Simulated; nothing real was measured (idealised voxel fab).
Process module under the name voxel air gaps
Square cell edge 5 nm, section width 215 nm, ID cut.
Just so we're on the same page, the cross-sections are grids of square cells, and they're listed out in bands top to bottom, each band one or more rows deep.
Basically the band line says how high the top is and how high the bottom is, in nm, and then what's in it from left to right, every material with its width in nm. Empty space shows up as "blank", and if a single material carries "edge to edge" it runs the full band edge to edge.
A quick word on heights: they are counted from 0, and under that level the wafer as it came to us is one material throughout. The lowest band is different from the rest in having no bottom; it simply continues downward, written as in "0 down".
The two numbers in a width such as "30 to 40" mark its ends across the band: the first belongs to the top row of cells, the second to the bottom row, and from each row to the next the width moves by the same amount.
Basically "no modification" means that step didn't change any cell in the cross-section.
So "Sealed void listing" is basically the list of trapped voids: any empty space of 8 cells or more that can't reach the top through an opening. They're written width x height at distance, the distance being from the left edge, and it's all nm.
That trailing text on a step's line, after the settings, is the simulator's own remark on the step.
"overlay nm" on a masked step: distance the mask lay right of its planned place, negative for left.

So here's the lineup of process steps we planned:
1. op RECEIVE | material Si
2. op CONFORMAL_DEP | material SiO2 | thk nm 15
3. op CONFORMAL_DEP | material SiN | thk nm 5
4. op DIRECTIONAL_DEP | material SiO2 | thk nm 40
5. op MASKED_ETCH | tone open | mask id LINES | width nm 15 | pitch nm 55 | etch materials SiO2 | depth nm 40 | overlay nm 0
6. op CONFORMAL_DEP | material TiN | thk nm 5
7. op FILL_DEP | material Cu | thk nm 5
8. op CMP | height nm 60
9. op EPI | material Ru | thk nm 10
10. op SELECTIVE_ETCH | etch materials SiO2 | depth nm 50
11. op CONFORMAL_DEP | material SiCN | thk nm 5
The wafers in this document start out alike and differ in the width nm applied at step 5; the plan shows the value used for the first wafer.

As-received cross-section, first of several wafers, post step 1:
- 0 down: Si edge to edge
- Sealed void listing: none

each wafer at the end: cells of each material gained (+) or lost (-) since it was received, then its closed voids:
width nm 15 | +21 Cu | +42 Ru | +127 SiCN | +43 SiN | +129 SiO2 | +51 TiN | Sealed void listing: none
width nm 20 | +42 Cu | +48 Ru | +127 SiCN | +43 SiN | +129 SiO2 | +54 TiN | Sealed void listing: none
width nm 25 | +63 Cu | +54 Ru | +127 SiCN | +43 SiN | +129 SiO2 | +57 TiN | Sealed void listing: 20 x 30 at 70; 20 x 30 at 125
width nm 30 | +84 Cu | +60 Ru | +119 SiCN | +43 SiN | +129 SiO2 | +60 TiN | Sealed void listing: 15 x 30 at 75; 15 x 30 at 130
width nm 35 | +105 Cu | +66 Ru | +71 SiCN | +43 SiN | +193 SiO2 | +63 TiN | Sealed void listing: none
width nm 40 | +126 Cu | +68 Ru | +71 SiCN | +43 SiN | +177 SiO2 | +66 TiN | Sealed void listing: none
